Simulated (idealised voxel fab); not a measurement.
Process module name: voxel self aligned contacts
The cross-section shown here is cut; it is 290 nm wide and divided into square cells measuring 5 nm on a side.
Square cells in a grid make up a cross-section in this document, and the grid is given as bands, listed from the top down, each one or more rows of cells. Heights first: top, then bottom, in nm. Then materials, left to right, each with a width in nm. "everywhere" on a single material: fills the band edge to edge. "blank": empty space. A quick word on heights: they are counted from 0, and under that level the wafer as it came to us is one material throughout. The lowest band is different from the rest in having no bottom; it simply continues downward, written as in "top 0, no bottom". Width spec "30 to 40" -> top row of cells at first value, bottom row at second value, equal per-row change in between. "remained the same" (step): cross-section cells unchanged, all of them. The list in "Sealed internal cavities" covers empty spaces of 8 cells or more that cannot reach the top through any open way, and it gives each as width x height at distance; the distance is from the left edge, and width, height and distance are in nm. Text after the settings on a step's line: the simulator's own remark on that step. overlay nm, on a step with a mask: how far to the right of its planned place the mask lay; to the left if negative.
-- Intended process steps
1,RECEIVE with material Si
2,CONFORMAL_DEP with material SiO2, thk nm 5
3,DIRECTIONAL_DEP with material polySi, thk nm 20
4,DIRECTIONAL_DEP with material SiN, thk nm 25
5,DIRECTIONAL_DEP with material aC, thk nm 15
6,PATTERN with tone cover, mask id GATE, material resist, width nm 30, pitch nm 65, thk nm 35, overlay nm 0
7,DIRECTIONAL_ETCH with etch materials aC, depth nm 15
8,STRIP with etch materials resist
9,DIRECTIONAL_ETCH with etch materials SiN, depth nm 25
10,DIRECTIONAL_ETCH with etch materials polySi, depth nm 20
11,STRIP with etch materials aC
12,CONFORMAL_DEP with material SiN, thk nm 10
13,DIRECTIONAL_ETCH with etch materials SiN, depth nm 10
14,FILL_DEP with material SiO2, thk nm 15
15,CMP with height nm 50
16,DIRECTIONAL_DEP with material aC, thk nm 10
17,PATTERN with tone open, mask id CONTACT, material resist, width nm 45, pitch nm 65, thk nm 25, overlay nm 0
18,DIRECTIONAL_ETCH with etch materials aC, depth nm 10
19,STRIP with etch materials resist
20,DIRECTIONAL_ETCH with etch materials SiO2, depth nm 60
21,STRIP with etch materials aC
22,CONFORMAL_DEP with material TiN, thk nm 5
23,FILL_DEP with material Ru, thk nm 10
24,CMP with height nm 60
25,CONFORMAL_DEP with material SiN, thk nm 5
All wafers enter the flow in the same state. The height nm at step 15 differs from wafer to wafer, and the plan gives the value for the first wafer.
-- First of several wafers (as received, post step 1), cross-sectional view
> top 0, no bottom: Si everywhere
> Sealed internal cavities: none
-- End-of-module cross-section, first of several wafers, after last step 25
> top 65, bottom 60: SiN everywhere
> top 60, bottom 55: Ru everywhere
> top 55, bottom 50: 110 TiN | 5 Ru | 60 TiN | 5 Ru | 110 TiN
> top 50, bottom 25: 55 SiO2 | 50 SiN | 5 TiN | 5 Ru | 5 TiN | 50 SiN | 5 TiN | 5 Ru | 5 TiN | 50 SiN | 55 SiO2
> top 25, bottom 5: 55 SiO2 | 10 SiN | 30 polySi | 10 SiN | 5 TiN | 5 Ru | 5 TiN | 10 SiN | 30 polySi | 10 SiN | 5 TiN | 5 Ru | 5 TiN | 10 SiN | 30 polySi | 10 SiN | 55 SiO2
> top 5, bottom 0: 105 SiO2 | 15 TiN | 50 SiO2 | 15 TiN | 105 SiO2
> top 0, no bottom: Si everywhere
> Sealed internal cavities: none
-- Cross-section of the last wafer at end of module
> top 65, bottom 60: SiN everywhere
> top 60, bottom 50: 90 SiO2 | 5 to 20 TiN | 35 to 5 Ru | 5 to 20 TiN | 20 SiO2 | 5 to 20 TiN | 35 to 5 Ru | 5 to 20 TiN | 90 SiO2
> top 50, bottom 25: 55 SiO2 | 50 SiN | 5 TiN | 5 Ru | 5 TiN | 50 SiN | 5 TiN | 5 Ru | 5 TiN | 50 SiN | 55 SiO2
> top 25, bottom 10: 55 SiO2 | 10 SiN | 30 polySi | 10 SiN | 5 TiN | 5 Ru | 5 TiN | 10 SiN | 30 polySi | 10 SiN | 5 TiN | 5 Ru | 5 TiN | 10 SiN | 30 polySi | 10 SiN | 55 SiO2
> top 10, bottom 5: 55 SiO2 | 10 SiN | 30 polySi | 10 SiN | 15 TiN | 10 SiN | 30 polySi | 10 SiN | 15 TiN | 10 SiN | 30 polySi | 10 SiN | 55 SiO2
> top 5, bottom 0: SiO2 everywhere
> top 0, no bottom: Si everywhere
> Sealed internal cavities: none
-- So in this table every wafer gets its own row, and what you see is where it stands at the end of the module: for each material, how many cells it picked up (+) or gave up (-) since we received it, and after that its closed voids
height nm 50; +78 Ru; +256 SiN; +250 SiO2; +98 TiN; +72 polySi; Sealed internal cavities: none
height nm 55; +34 Ru; +256 SiN; +290 SiO2; +102 TiN; +72 polySi; Sealed internal cavities: none
height nm 60; +34 Ru; +256 SiN; +330 SiO2; +62 TiN; +72 polySi; Sealed internal cavities: none
height nm 65; +32 Ru; +256 SiN; +336 SiO2; +58 TiN; +72 polySi; Sealed internal cavities: none
